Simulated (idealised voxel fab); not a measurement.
The process module that follows is named voxel capacitor over wiring.
Xsec cut, 210 nm wide, square cell size 5 nm.
We lay out every cross-section as a grid of square cells and spell it out in bands from the top down, where one band means one or more rows of cells. What a band's entry tells you: where the top is and where the bottom is, as heights in nm, and after that what lies inside, material by material from left to right, each with its width in nm. Empty space is written as the word "air", and a single material marked with the word "everywhere" occupies the band from edge to edge. Note: height 0 marks the level under which the wafer is uniformly one material as received. Lowest band unbounded below, written "0 down". Top row gets the first number, bottom row gets the second, and each row in between changes by the same step: that is how a band width like "30->40" works. "no change occurred" after a step means that no cell of the cross-section changed. "Tabulated closed voids" lists enclosed empty spaces (at least 8 cells, no open path upward to the top), each as width x height at distance from the left edge, in nm. Post-settings text on a step line: simulator's own remark regarding the step. overlay nm, on a step with a mask: how far to the right of its planned place the mask lay; to the left if negative.
[These are the steps we planned for the process]
1. RECEIVE, material Si
2. CONFORMAL_DEP, material SiO2, thk nm 15
3. DIRECTIONAL_DEP, material TiN, thk nm 5
4. DIRECTIONAL_DEP, material W, thk nm 20
5. PATTERN, tone cover, mask id METAL_1, material resist, width nm 25, pitch nm 85, thk nm 15, overlay nm 0
6. DIRECTIONAL_ETCH, etch materials W, depth nm 20
7. DIRECTIONAL_ETCH, etch materials TiN, depth nm 5
8. STRIP, etch materials resist
9. CONFORMAL_DEP, material SiN, thk nm 5
10. FILL_DEP, material lowk, thk nm 5
11. CMP, height nm 40
12. CONFORMAL_DEP, material SiCN, thk nm 5
13. DIRECTIONAL_DEP, material lowk, thk nm 15
14. DIRECTIONAL_DEP, material aC, thk nm 15
15. PATTERN, tone open, mask id PLUG_1, material resist, width nm 15, thk nm 30, overlay nm 0
16. DIRECTIONAL_ETCH, etch materials aC, depth nm 15
17. STRIP, etch materials resist
18. DIRECTIONAL_ETCH, etch materials lowk, depth nm 15
19. DIRECTIONAL_ETCH, etch materials SiCN, depth nm 5
20. STRIP, etch materials aC
21. EPI, material Ru, thk nm 10
22. EPI, material Ru, thk nm 10
23. DIRECTIONAL_DEP, material TiN, thk nm 10
24. DIRECTIONAL_DEP, material SiN, thk nm 5
25. DIRECTIONAL_DEP, material TiN, thk nm 5
26. PATTERN, tone cover, mask id UPPER_PLATE, material resist, width nm 65, thk nm 15, overlay nm 0
27. DIRECTIONAL_ETCH, etch materials TiN, depth nm 5
28. DIRECTIONAL_ETCH, etch materials SiN, depth nm 5
29. STRIP, etch materials resist
30. PATTERN, tone cover, mask id LOWER_PLATE, material resist, width nm 75, thk nm 20, overlay nm 0
31. DIRECTIONAL_ETCH, etch materials TiN, depth nm 10
32. STRIP, etch materials resist
33. FILL_DEP, material SiO2, thk nm 15
34. CMP, height nm 90
35. DIRECTIONAL_DEP, material aC, thk nm 10
36. PATTERN, tone open, mask id PLUG_2, material resist, width nm 15, thk nm 30, overlay nm 0
37. DIRECTIONAL_ETCH, etch materials aC, depth nm 10
38. STRIP, etch materials resist
39. DIRECTIONAL_ETCH, etch materials SiO2, depth nm 10
40. STRIP, etch materials aC
41. CONFORMAL_DEP, material TiN, thk nm 5
42. FILL_DEP, material Ru, thk nm 10
43. CMP, height nm 90
44. CONFORMAL_DEP, material SiCN, thk nm 5
[Incoming wafer, cross-sectional view, post step 1]
- 0 down  Si everywhere
- Tabulated closed voids: none
[First of two wafers, end-of-module section, run followed plan]
- 95 to 90  SiCN everywhere
- 90 to 85  70 nm SiO2; 5 nm TiN; 5 nm Ru; 5 nm TiN; 125 nm SiO2
- 85 to 75  70->60 nm SiO2; 15->65 nm TiN; 125->85 nm SiO2
- 75 to 70  60 nm SiO2; 65 nm SiN; 85 nm SiO2
- 70 to 60  55 nm SiO2; 75 nm TiN; 80 nm SiO2
- 60 to 45  60 nm lowk; 15 nm Ru; 135 nm lowk
- 45 to 40  60 nm SiCN; 15 nm Ru; 135 nm SiCN
- 40 to 20  45 nm lowk; 5 nm SiN; 25 nm W; 5 nm SiN; 50 nm lowk; 5 nm SiN; 25 nm W; 5 nm SiN; 45 nm lowk
- 20 to 15  50 nm SiN; 25 nm TiN; 60 nm SiN; 25 nm TiN; 50 nm SiN
- 15 to 0  SiO2 everywhere
- 0 down  Si everywhere
- Tabulated closed voids: none
[Presented here is a cross-section of the second of the two wafers as it stood at the end of the module. It was started in the same manner and assigned the same plan as the first wafer; however, one mistake was made in its execution]
- 95 to 90  SiCN everywhere
- 90 to 85  70 nm SiO2; 5 nm TiN; 5 nm Ru; 5 nm TiN; 125 nm SiO2
- 85 to 75  70->60 nm SiO2; 15->65 nm TiN; 125->85 nm SiO2
- 75 to 70  60 nm SiO2; 65 nm SiN; 85 nm SiO2
- 70 to 60  55 nm SiO2; 75 nm TiN; 80 nm SiO2
- 60 to 45  60 nm lowk; 15 nm Ru; 135 nm lowk
- 45 to 40  60 nm SiCN; 15 nm Ru; 135 nm SiCN
- 40 to 35  50 nm SiN; 25 nm TiN; 60 nm SiN; 25 nm TiN; 50 nm SiN
- 35 to 15  W everywhere
- 15 to 0  SiO2 everywhere
- 0 down  Si everywhere
- Tabulated closed voids: none
It is concluded that the wafer was processed incorrectly with respect to the plan, in that sequence error: steps 3 and 4 interchanged
Once processing is complete, comparing cell counts shows that the second wafer has more or fewer of certain materials than the first: -16 SiN; +128 W; -112 lowk
